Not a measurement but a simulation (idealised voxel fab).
You're looking at the process module voxel double patterning.
Displayed cross-section: cut, width of 290 nm, square cells sized 5 nm.
Heads up, the way a cross-section reads in here is a grid of square cells, handed over as bands from the top down, with every band being one or more rows of cells.
Heights first: top, then bottom, in nm. Then materials, left to right, each with a width in nm. "full width" on a single material: fills the band edge to edge. "blank": empty space.
Height is counted from the level 0, under which the received wafer is composed throughout of one material. The lowest of the bands is not closed at the bottom but continues downward, in the notation "0 and below".
A two-number width, for instance "30->40", indicates that the width is equal to the first number in the top row of the band and to the second number in the bottom row, and that it changes by a constant amount per row of cells.
Where the words "nothing changed" appear for a step, the cross-section shows no cell changed by that step; every cell remained as before.
"Closed internal voids" enumerates empty spaces isolated from the top, with no open way to it, that contain at least 8 cells, giving each as width x height at distance from the left edge, all three in nm.
Post-settings text on a step line: simulator's own remark regarding the step.
Each step line may optionally specify "overlay nm", which for a step with a mask gives the rightward distance between the mask's planned place and where it lay, a negative value indicating the leftward direction.

# Intended process steps
1. RECEIVE,material Si
2. CONFORMAL_DEP,material SiO2,thk nm 5
3. DIRECTIONAL_DEP,material TiN,thk nm 20
4. DIRECTIONAL_DEP,material SiCN,thk nm 10
5. DIRECTIONAL_DEP,material aC,thk nm 10
6. PATTERN,tone open,mask id FIRST,material resist,width nm 15,pitch nm 50,thk nm 25,overlay nm 0
7. DIRECTIONAL_ETCH,etch materials aC,depth nm 10
8. STRIP,etch materials resist
9. DIRECTIONAL_ETCH,etch materials SiCN,depth nm 10
10. STRIP,etch materials aC
11. DIRECTIONAL_DEP,material aC,thk nm 15
12. PATTERN,tone open,mask id SECOND,material resist,width nm 15,pitch nm 50,thk nm 35,overlay nm 0
13. DIRECTIONAL_ETCH,etch materials aC,depth nm 15
14. STRIP,etch materials resist
15. DIRECTIONAL_ETCH,etch materials SiCN,depth nm 10
16. STRIP,etch materials aC
17. DIRECTIONAL_ETCH,etch materials TiN,depth nm 20
18. STRIP,etch materials SiCN
Don't read the plan's width nm for step 6 as applying to every wafer: that's the first wafer's value, and the wafers differ in it, though they all start identical.

# Received condition of the first of several wafers, sectioned: post-step 1
    0 and below: Si full width
    Closed internal voids: none

# Per-wafer rows below. For each material: cells gained (+) or lost (-) since the wafer was received, as of end of module. Then: closed voids
width nm 15; +58 SiO2; +172 TiN; Closed internal voids: none
width nm 20; +58 SiO2; +160 TiN; Closed internal voids: none
width nm 25; +58 SiO2; +148 TiN; Closed internal voids: none
width nm 30; +58 SiO2; +136 TiN; Closed internal voids: none
